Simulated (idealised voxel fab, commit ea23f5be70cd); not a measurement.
Process module in this document: voxel gate over fins
Pictured: cross-section cut, 295 nm wide, on a grid of 5 nm square cells.
Bands, listed from the top down, are how a cross-section gets written in this document; the cross-section itself is a grid of square cells, and a band is one or more rows of them.
The band entry comprises the height of the band's top followed by the height of its bottom, expressed in nm, and subsequently the band's materials from left to right, each stated together with its width in nm. Where a single material is marked with the word "all across", that material fills the band from edge to edge. The word "air" represents empty space.
We count height from 0. Below that, the starting wafer is all one material. The lowest band never ends at the bottom but goes on down; see "z 0 and below" for how that is written.
Top row gets the first number, bottom row gets the second, and each row in between changes by the same step: that is how a band width like "30..40" works.
The designation "nothing different", where it is given for a processing step, indicates that no cell of the cross-section was altered in the course of that step.
This entry, "Cavities, sealed", enumerates those empty regions of no fewer than 8 cells that possess no open connection to the top. Each region is reported in the form width x height at distance, the distance being taken from the left edge, with all three quantities expressed in nm.
What comes after the settings on a step's line is commentary from the simulator itself on that step.
overlay nm: right-of-plan distance of the mask on a masked step; negative values mean left-of-plan.
-- Set out below are the planned steps of the process
1. RECEIVE (material Si)
2. CONFORMAL_DEP (material SiN; thk nm 5)
3. MASKED_ETCH (tone cover; mask id FINS; width nm 15; pitch nm 40; etch materials SiN; depth nm 5; overlay nm 0)
4. MASKED_ETCH (tone cover; mask id FINS; width nm 15; pitch nm 40; etch materials Si; depth nm 30; overlay nm 0)
5. FILL_DEP (material SiO2; thk nm 5)
6. CMP (height nm 5)
7. SELECTIVE_ETCH (etch materials SiO2; depth nm 20)
8. STRIP (etch materials SiN)
9. CONFORMAL_DEP (material HfO2; thk nm 5)
10. CONFORMAL_DEP (material TiN; thk nm 5)
11. CONFORMAL_DEP (material TiAl; thk nm 5)
12. CONFORMAL_DEP (material TiN; thk nm 5)
13. FILL_DEP (material W; thk nm 15)
14. CMP (height nm 30)
15. CONFORMAL_DEP (material SiN; thk nm 5)
-- Step 1 complete: cross-section of the wafer as received
z 0 and below | Si all across
Cavities, sealed: none
-- Cross-section, end of module. Start: as above. Plan: as above. Execution: one mistake
z 35 to 30 | SiN all across
z 30 to 15 | W all across
z 15 to 10 | W 65 | TiN 165 | W 65
z 10 to 5 | W 65 | TiN 5 | TiAl 35 | TiN 5 | TiAl 35 | TiN 5 | TiAl 35 | TiN 5 | TiAl 35 | TiN 5 | W 65
z 5 to 0 | W 65 | TiN 5 | TiAl 5 | HfO2 25 | TiAl 5 | TiN 5 | TiAl 5 | HfO2 25 | TiAl 5 | TiN 5 | TiAl 5 | HfO2 25 | TiAl 5 | TiN 5 | TiAl 5 | HfO2 25 | TiAl 5 | TiN 5 | W 65
z 0 to -5 | TiN 70 | TiAl 5 | HfO2 5 | Si 15 | HfO2 5 | TiAl 5 | TiN 5 | TiAl 5 | HfO2 5 | Si 15 | HfO2 5 | TiAl 5 | TiN 5 | TiAl 5 | HfO2 5 | Si 15 | HfO2 5 | TiAl 5 | TiN 5 | TiAl 5 | HfO2 5 | Si 15 | HfO2 5 | TiAl 5 | TiN 70
z -5 to -10 | TiAl 75 | HfO2 5 | Si 15 | HfO2 5 | TiAl 15 | HfO2 5 | Si 15 | HfO2 5 | TiAl 15 | HfO2 5 | Si 15 | HfO2 5 | TiAl 15 | HfO2 5 | Si 15 | HfO2 5 | TiAl 75
z -10 to -15 | HfO2 80 | Si 15 | HfO2 25 | Si 15 | HfO2 25 | Si 15 | HfO2 25 | Si 15 | HfO2 80
z -15 to -30 | SiO2 80 | Si 15 | SiO2 25 | Si 15 | SiO2 25 | Si 15 | SiO2 25 | Si 15 | SiO2 80
z -30 and below | Si all across
Cavities, sealed: none
What broke from the plan during processing? with respect to the plan, step 10 was omitted and not executed
